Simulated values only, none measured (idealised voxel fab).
Herein follows the process module entitled voxel spacer lines.
Section cut is 270 nm wide and gridded with 5 nm square cells.
Reading order for cross-sections: top band down to bottom band. Underlying form: a grid of square cells. Band size: one or more rows of cells. The band entry comprises the height of the band's top followed by the height of its bottom, expressed in nm, and subsequently the band's materials from left to right, each stated together with its width in nm. Where a single material is marked with the word "everywhere", that material fills the band from edge to edge. The word "air" represents empty space. Heights are reckoned from 0. Under this level, the received wafer is all of one material. The bottommost band is open-ended downward, for example "top 0, no bottom". With a width like "30 to 40", each row of cells in the band differs from the next by the same amount, the top row carrying the first number and the bottom row the second. Step marked "no modification"? Then no cell in the cross-section changed in it. "Enclosed voids" lists enclosed empty spaces (at least 8 cells, no open path upward to the top), each as width x height at distance from the left edge, in nm. Past the settings on a step's line: simulator remark, on that step. The "overlay nm" setting may appear on a step's line; for a step that uses a mask, it gives how far to the right of its planned position the mask lay, and a negative value indicates the left.

Planned step list for the process:
1 RECEIVE (material Si)
2 CONFORMAL_DEP (material SiO2; thk nm 5)
3 DIRECTIONAL_DEP (material TiN; thk nm 10)
4 DIRECTIONAL_DEP (material aC; thk nm 30)
5 PATTERN (tone cover; mask id MANDREL; material resist; width nm 15; pitch nm 60; thk nm 40; overlay nm 0)
6 DIRECTIONAL_ETCH (etch materials aC; depth nm 30)
7 STRIP (etch materials resist)
8 CONFORMAL_DEP (material SiN; thk nm 15)
9 DIRECTIONAL_ETCH (etch materials SiN; depth nm 15)
10 STRIP (etch materials aC)
11 DIRECTIONAL_ETCH (etch materials TiN; depth nm 10)
12 STRIP (etch materials SiN)
13 FILL_DEP (material SiO2; thk nm 10)
14 CMP (height nm 15)

Of two wafers, the first: run according to plan:

The cross-section here shows the wafer as received, i.e. in its state after step 1:
    top 0, no bottom: Si everywhere
    Enclosed voids: none

After step 2: wafer cross-section:
    top 5, bottom 0: SiO2 everywhere
    Below 0, no change.

After step 3: wafer cross-section:
    top 15, bottom 5: TiN everywhere
    Below 5, no change.

After step 4: wafer cross-section:
    top 45, bottom 15: aC everywhere
    Below 15, no change.

After step 5: wafer cross-section:
    top 85, bottom 45: 65 nm air | 15 nm resist | 45 nm air | 15 nm resist | 45 nm air | 15 nm resist | 70 nm air
    Below 45, no change.

After step 6: wafer cross-section:
    top 55, bottom 45: 65 nm air | 15 nm resist | 45 nm air | 15 nm resist | 45 nm air | 15 nm resist | 70 nm air
    top 45, bottom 15: 65 nm air | 15 nm aC | 45 nm air | 15 nm aC | 45 nm air | 15 nm aC | 70 nm air
    Below 15, no change.

After step 7: wafer cross-section:
    top 45, bottom 15: 65 nm air | 15 nm aC | 45 nm air | 15 nm aC | 45 nm air | 15 nm aC | 70 nm air
    Below 15, no change.

After step 8: wafer cross-section:
    top 60, bottom 45: 50 nm air | 45 nm SiN | 15 nm air | 45 nm SiN | 15 nm air | 45 nm SiN | 55 nm air
    top 45, bottom 30: 50 nm air | 15 nm SiN | 15 nm aC | 15 nm SiN | 15 nm air | 15 nm SiN | 15 nm aC | 15 nm SiN | 15 nm air | 15 nm SiN | 15 nm aC | 15 nm SiN | 55 nm air
    top 30, bottom 15: 65 nm SiN | 15 nm aC | 45 nm SiN | 15 nm aC | 45 nm SiN | 15 nm aC | 70 nm SiN
    Below 15, no change.

After step 9: wafer cross-section:
    top 45, bottom 15: 50 nm air | 15 nm SiN | 15 nm aC | 15 nm SiN | 15 nm air | 15 nm SiN | 15 nm aC | 15 nm SiN | 15 nm air | 15 nm SiN | 15 nm aC | 15 nm SiN | 55 nm air
    Below 15, no change.

After step 10: wafer cross-section:
    top 45, bottom 15: 50 nm air | 15 nm SiN | 15 nm air | 15 nm SiN | 15 nm air | 15 nm SiN | 15 nm air | 15 nm SiN | 15 nm air | 15 nm SiN | 15 nm air | 15 nm SiN | 55 nm air
    Below 15, no change.

After step 11: wafer cross-section:
    top 45, bottom 15: 50 nm air | 15 nm SiN | 15 nm air | 15 nm SiN | 15 nm air | 15 nm SiN | 15 nm air | 15 nm SiN | 15 nm air | 15 nm SiN | 15 nm air | 15 nm SiN | 55 nm air
    top 15, bottom 5: 50 nm air | 15 nm TiN | 15 nm air | 15 nm TiN | 15 nm air | 15 nm TiN | 15 nm air | 15 nm TiN | 15 nm air | 15 nm TiN | 15 nm air | 15 nm TiN | 55 nm air
    Below 5, no change.

After step 12: wafer cross-section:
    top 15, bottom 5: 50 nm air | 15 nm TiN | 15 nm air | 15 nm TiN | 15 nm air | 15 nm TiN | 15 nm air | 15 nm TiN | 15 nm air | 15 nm TiN | 15 nm air | 15 nm TiN | 55 nm air
    Below 5, no change.

After step 13: wafer cross-section:
    top 25, bottom 15: SiO2 everywhere
    top 15, bottom 5: 50 nm SiO2 | 15 nm TiN | 15 nm SiO2 | 15 nm TiN | 15 nm SiO2 | 15 nm TiN | 15 nm SiO2 | 15 nm TiN | 15 nm SiO2 | 15 nm TiN | 15 nm SiO2 | 15 nm TiN | 55 nm SiO2
    Below 5, no change.

After step 14: wafer cross-section:
    top 15, bottom 5: 50 nm SiO2 | 15 nm TiN | 15 nm SiO2 | 15 nm TiN | 15 nm SiO2 | 15 nm TiN | 15 nm SiO2 | 15 nm TiN | 15 nm SiO2 | 15 nm TiN | 15 nm SiO2 | 15 nm TiN | 55 nm SiO2
    Below 5, no change.

Wafer two: like wafer one in start and plan, but with one mistake in execution; identical up to and including step 4:

What the second wafer looks like in cross-section when step 5 should have wrapped up:
    top 85, bottom 45: 75 nm air | 15 nm resist | 45 nm air | 15 nm resist | 45 nm air | 15 nm resist | 60 nm air
    Below 45, no change.

What the second wafer looks like in cross-section when step 6 should have wrapped up:
    top 55, bottom 45: 75 nm air | 15 nm resist | 45 nm air | 15 nm resist | 45 nm air | 15 nm resist | 60 nm air
    top 45, bottom 15: 75 nm air | 15 nm aC | 45 nm air | 15 nm aC | 45 nm air | 15 nm aC | 60 nm air
    Below 15, no change.

What the second wafer looks like in cross-section when step 7 should have wrapped up:
    top 45, bottom 15: 75 nm air | 15 nm aC | 45 nm air | 15 nm aC | 45 nm air | 15 nm aC | 60 nm air
    Below 15, no change.

What the second wafer looks like in cross-section when step 8 should have wrapped up:
    top 60, bottom 45: 60 nm air | 45 nm SiN | 15 nm air | 45 nm SiN | 15 nm air | 45 nm SiN | 45 nm air
    top 45, bottom 30: 60 nm air | 15 nm SiN | 15 nm aC | 15 nm SiN | 15 nm air | 15 nm SiN | 15 nm aC | 15 nm SiN | 15 nm air | 15 nm SiN | 15 nm aC | 15 nm SiN | 45 nm air
    top 30, bottom 15: 75 nm SiN | 15 nm aC | 45 nm SiN | 15 nm aC | 45 nm SiN | 15 nm aC | 60 nm SiN
    Below 15, no change.

What the second wafer looks like in cross-section when step 9 should have wrapped up:
    top 45, bottom 15: 60 nm air | 15 nm SiN | 15 nm aC | 15 nm SiN | 15 nm air | 15 nm SiN | 15 nm aC | 15 nm SiN | 15 nm air | 15 nm SiN | 15 nm aC | 15 nm SiN | 45 nm air
    Below 15, no change.

What the second wafer looks like in cross-section when step 10 should have wrapped up:
    top 45, bottom 15: 60 nm air | 15 nm SiN | 15 nm air | 15 nm SiN | 15 nm air | 15 nm SiN | 15 nm air | 15 nm SiN | 15 nm air | 15 nm SiN | 15 nm air | 15 nm SiN | 45 nm air
    Below 15, no change.

What the second wafer looks like in cross-section when step 11 should have wrapped up:
    top 45, bottom 15: 60 nm air | 15 nm SiN | 15 nm air | 15 nm SiN | 15 nm air | 15 nm SiN | 15 nm air | 15 nm SiN | 15 nm air | 15 nm SiN | 15 nm air | 15 nm SiN | 45 nm air
    top 15, bottom 5: 60 nm air | 15 nm TiN | 15 nm air | 15 nm TiN | 15 nm air | 15 nm TiN | 15 nm air | 15 nm TiN | 15 nm air | 15 nm TiN | 15 nm air | 15 nm TiN | 45 nm air
    Below 5, no change.

What the second wafer looks like in cross-section when step 12 should have wrapped up:
    top 15, bottom 5: 60 nm air | 15 nm TiN | 15 nm air | 15 nm TiN | 15 nm air | 15 nm TiN | 15 nm air | 15 nm TiN | 15 nm air | 15 nm TiN | 15 nm air | 15 nm TiN | 45 nm air
    Below 5, no change.

What the second wafer looks like in cross-section when step 13 should have wrapped up:
    top 25, bottom 15: SiO2 everywhere
    top 15, bottom 5: 60 nm SiO2 | 15 nm TiN | 15 nm SiO2 | 15 nm TiN | 15 nm SiO2 | 15 nm TiN | 15 nm SiO2 | 15 nm TiN | 15 nm SiO2 | 15 nm TiN | 15 nm SiO2 | 15 nm TiN | 45 nm SiO2
    Below 5, no change.

What the second wafer looks like in cross-section when step 14 should have wrapped up:
    top 15, bottom 5: 60 nm SiO2 | 15 nm TiN | 15 nm SiO2 | 15 nm TiN | 15 nm SiO2 | 15 nm TiN | 15 nm SiO2 | 15 nm TiN | 15 nm SiO2 | 15 nm TiN | 15 nm SiO2 | 15 nm TiN | 45 nm SiO2
    Below 5, no change.
Heads up, the wafer didn't run the way we planned it: step 5, actual vs plan mismatch, actual run PATTERN (tone cover; mask id MANDREL; material resist; width nm 15; pitch nm 60; thk nm 40; overlay nm 10)
at the end the second wafer has, in cells: as many of each material as the first, in other places
